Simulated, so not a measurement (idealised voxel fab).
Module name: voxel self aligned contacts (process module)
Section shown: cut. Width: 295 nm. Cell size: 5 nm, square.
Reading order for cross-sections: top band down to bottom band. Underlying form: a grid of square cells. Band size: one or more rows of cells.
Heads up on the band format: heights come first, top then bottom, in nm. After that it's the materials left to right, each with its width in nm. A single material flagged "edge to edge" fills the whole band edge to edge, and "blank" means there's empty space there.
For the purposes of this specification, 0 denotes the height below which the wafer in its as-received condition is composed wholly of one material, and the lowermost band, lacking a lower limit, extends downward without end, as expressed in "0..down".
Width "30->40": first value at the band's top row of cells, second value at its bottom row, equal change from row to row.
Any step labelled "no alteration" changed none of the cells in the cross-section.
Entry "Closed cavity list". Content: empty spaces with no open connection to the top, size 8 cells or greater. Each: width x height at distance. Distance: from left edge. Unit: nm.
after a step's settings: what the simulator itself notes on the step
"overlay nm" on a masked step: distance the mask lay right of its planned place, negative for left.
-- Planned process steps
1. RECEIVE with material Si
2. CONFORMAL_DEP with material SiO2, thk nm 5
3. DIRECTIONAL_DEP with material polySi, thk nm 20
4. DIRECTIONAL_DEP with material SiN, thk nm 25
5. DIRECTIONAL_DEP with material aC, thk nm 15
6. PATTERN with tone cover, mask id GATE, material resist, width nm 25, pitch nm 65, thk nm 30, overlay nm 0
7. DIRECTIONAL_ETCH with etch materials aC, depth nm 15
8. STRIP with etch materials resist
9. DIRECTIONAL_ETCH with etch materials SiN, depth nm 25
10. DIRECTIONAL_ETCH with etch materials polySi, depth nm 20
11. STRIP with etch materials aC
12. CONFORMAL_DEP with material SiN, thk nm 10
13. DIRECTIONAL_ETCH with etch materials SiN, depth nm 10
14. FILL_DEP with material SiO2, thk nm 15
15. CMP with height nm 60
16. DIRECTIONAL_DEP with material aC, thk nm 10
17. PATTERN with tone open, mask id CONTACT, material resist, width nm 50, pitch nm 65, thk nm 25, overlay nm 0
18. DIRECTIONAL_ETCH with etch materials aC, depth nm 10
19. STRIP with etch materials resist
20. DIRECTIONAL_ETCH with etch materials SiO2, depth nm 60
21. STRIP with etch materials aC
22. CONFORMAL_DEP with material TiN, thk nm 5
23. FILL_DEP with material Ru, thk nm 10
24. CMP with height nm 60
25. CONFORMAL_DEP with material SiN, thk nm 5
-- Incoming wafer in cross-section (state: after step 1)
0..down | Si edge to edge
Closed cavity list: none
-- Cross-section at module end, one run error; start and plan unchanged from above
65..60 | SiN edge to edge
60..50 | 95 nm SiO2 | 5->15 nm TiN | 40->10 nm Ru | 5->25 nm TiN | 15 nm SiO2 | 5->15 nm TiN | 40->10 nm Ru | 5->25 nm TiN | 85 nm SiO2
50..25 | 60 nm SiO2 | 45 nm SiN | 5 nm TiN | 10 nm Ru | 5 nm TiN | 45 nm SiN | 5 nm TiN | 10 nm Ru | 5 nm TiN | 45 nm SiN | 60 nm SiO2
25..5 | 60 nm SiO2 | 10 nm SiN | 25 nm polySi | 10 nm SiN | 5 nm TiN | 10 nm Ru | 5 nm TiN | 10 nm SiN | 25 nm polySi | 10 nm SiN | 5 nm TiN | 10 nm Ru | 5 nm TiN | 10 nm SiN | 25 nm polySi | 10 nm SiN | 60 nm SiO2
5..0 | 105 nm SiO2 | 20 nm TiN | 45 nm SiO2 | 20 nm TiN | 105 nm SiO2
0..down | Si edge to edge
Closed cavity list: none
What was the processing mistake? note that step 17 departed from the planned setting and was carried out as PATTERN with tone open, mask id CONTACT, material resist, width nm 50, pitch nm 65, thk nm 25, overlay nm 5
